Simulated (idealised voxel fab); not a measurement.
process module | voxel self aligned vias
cross-section cut | 145 nm wide | cells 5 nm
A cross-section is a grid of square cells, given in bands from the top down. A band is one or more rows of cells.
Each band's line starts with the height of the band's top and of its bottom, in nm. Then come its materials from left to right, each with its width in nm. One material with "throughout" fills the band from edge to edge. "air" is empty space.
Height 0 is the level under which the wafer as received is all one material. The lowest band goes on downwards, as in "0 down".
A width such as "30 to 40" changes by the same amount from each row of cells to the next, from the band's top row to its bottom row.
"no change" after a step means that no cell of the cross-section changed.
closed voids: empty space of 8 cells or more with no open way to the top, each as width x height at its distance from the left edge, in nm
after a step's settings: what the simulator itself notes on the step
overlay nm, on a step with a mask: how far to the right of its planned place the mask lay; to the left if negative
plan
1 op RECEIVE | material Si
2 op CONFORMAL_DEP | material SiO2 | thk nm 10
3 op CONFORMAL_DEP | material SiCN | thk nm 5
4 op DIRECTIONAL_DEP | material SiO2 | thk nm 20
5 op MASKED_ETCH | tone open | mask id LINES | width nm 20 | pitch nm 45 | etch materials SiO2 | depth nm 20 | overlay nm 0
6 op CONFORMAL_DEP | material TiN | thk nm 5
7 op FILL_DEP | material W | thk nm 5
8 op CMP | height nm 35
9 op SELECTIVE_ETCH | etch materials W Ru TiN | depth nm 10
10 op FILL_DEP | material SiN | thk nm 10
11 op CMP | height nm 35
12 op DIRECTIONAL_DEP | material SiO2 | thk nm 15
13 op PATTERN | tone open | mask id VIAS | material resist | width nm 30 | thk nm 20 | overlay nm 0
14 op DIRECTIONAL_ETCH | etch materials SiO2 | depth nm 15
15 op DIRECTIONAL_ETCH | etch materials SiN | depth nm 10
16 op STRIP | etch materials resist
17 op CONFORMAL_DEP | material TiN | thk nm 5
18 op FILL_DEP | material W | thk nm 5
19 op CMP | height nm 50
20 op CONFORMAL_DEP | material SiCN | thk nm 5
as received, after step 1
  0 down: Si throughout
  closed voids: none
first wafer at the end, as planned
  55 to 50: SiCN throughout
  50 to 40: SiO2 35 | TiN 5 | W 20 | TiN 5 | SiO2 80
  40 to 35: SiO2 35 | TiN 10 | W 10 | TiN 10 | SiO2 80
  35 to 30: SiO2 40 | TiN 5 | W 10 | TiN 5 | SiO2 25 | SiN 20 | SiO2 40
  30 to 25: SiO2 40 | TiN 20 | SiO2 25 | SiN 20 | SiO2 40
  25 to 20: SiO2 40 | TiN 5 | W 10 | TiN 5 | SiO2 25 | TiN 5 | W 10 | TiN 5 | SiO2 40
  20 to 15: SiO2 40 | TiN 20 | SiO2 25 | TiN 20 | SiO2 40
  15 to 10: SiCN throughout
  10 to 0: SiO2 throughout
  0 down: Si throughout
  closed voids: none
second wafer at the end: like start, like plan, one mistake
  55 to 50: SiCN throughout
  50 to 40: SiO2 45 | TiN 5 | W 20 | TiN 5 | SiO2 70
  40 to 35: SiO2 45 | TiN 5 | W 5 | TiN 20 | SiO2 70
  35 to 30: SiO2 40 | SiN 5 | TiN 5 | W 5 | TiN 5 | SiO2 25 | SiN 20 | SiO2 40
  30 to 25: SiO2 40 | SiN 5 | TiN 15 | SiO2 25 | SiN 20 | SiO2 40
  25 to 20: SiO2 40 | TiN 5 | W 10 | TiN 5 | SiO2 25 | TiN 5 | W 10 | TiN 5 | SiO2 40
  20 to 15: SiO2 40 | TiN 20 | SiO2 25 | TiN 20 | SiO2 40
  15 to 10: SiCN throughout
  10 to 0: SiO2 throughout
  0 down: Si throughout
  closed voids: none
what went wrong: step 13 ran as: op PATTERN | tone open | mask id VIAS | material resist | width nm 30 | thk nm 20 | overlay nm 10
at the end the second wafer has, in cells: 2 more of SiN | 2 fewer of W
